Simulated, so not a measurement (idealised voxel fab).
Proc. module: voxel double patterning
Section cut is 265 nm wide and gridded with 5 nm square cells.
Bands, listed from the top down, are how a cross-section gets written in this document; the cross-section itself is a grid of square cells, and a band is one or more rows of them.
A band entry consists of two parts. The first gives the height of the band's top and the height of its bottom, in nm. The rest lists the band's materials from left to right, each with its width in nm. A single material labelled with the word "full width" fills the band from edge to edge, and the word "empty" marks empty space.
Heights are reckoned from 0. Under this level, the received wafer is all of one material. The bottommost band is open-ended downward, for example "0 -> down".
With a width like "30..40", each row of cells in the band differs from the next by the same amount, the top row carrying the first number and the bottom row the second.
You'll sometimes find "nothing different" written for a step, and that's the way of saying that nowhere in the cross-section did a cell change during that step.
"Closed void table" - sealed voids, min. 8 cells, no opening to top; format: width x height at distance (distance from left edge; nm throughout).
That trailing text on a step's line, after the settings, is the simulator's own remark on the step.
If you see "overlay nm" on a step's line and that step has a mask, it's telling you how far right of where it was planned the mask ended up; a negative number means it went left instead.

Process steps - plan
1,RECEIVE,material Si
2,CONFORMAL_DEP,material SiO2,thk nm 10
3,DIRECTIONAL_DEP,material W,thk nm 20
4,DIRECTIONAL_DEP,material SiCN,thk nm 10
5,DIRECTIONAL_DEP,material aC,thk nm 10
6,PATTERN,tone open,mask id FIRST,material resist,width nm 15,pitch nm 50,thk nm 30,overlay nm 0
7,DIRECTIONAL_ETCH,etch materials aC,depth nm 10
8,STRIP,etch materials resist
9,DIRECTIONAL_ETCH,etch materials SiCN,depth nm 10
10,STRIP,etch materials aC
11,MASKED_ETCH,tone open,mask id SECOND,width nm 15,etch materials SiCN,depth nm 10,overlay nm 0
12,DIRECTIONAL_ETCH,etch materials W,depth nm 20
13,STRIP,etch materials SiCN

Cross-section of the wafer as it came to us, i.e., already through step 1
0 -> down: Si full width
Closed void table: none

The plan above was carried out on the starting structure above with one mistake, and this cross-section shows the wafer at the end of the module
30 -> 0: SiO2 full width
0 -> down: Si full width
Closed void table: none
Nonconformance to the process plan: step 3, actual vs plan mismatch, actual run DIRECTIONAL_DEP,material SiO2,thk nm 20
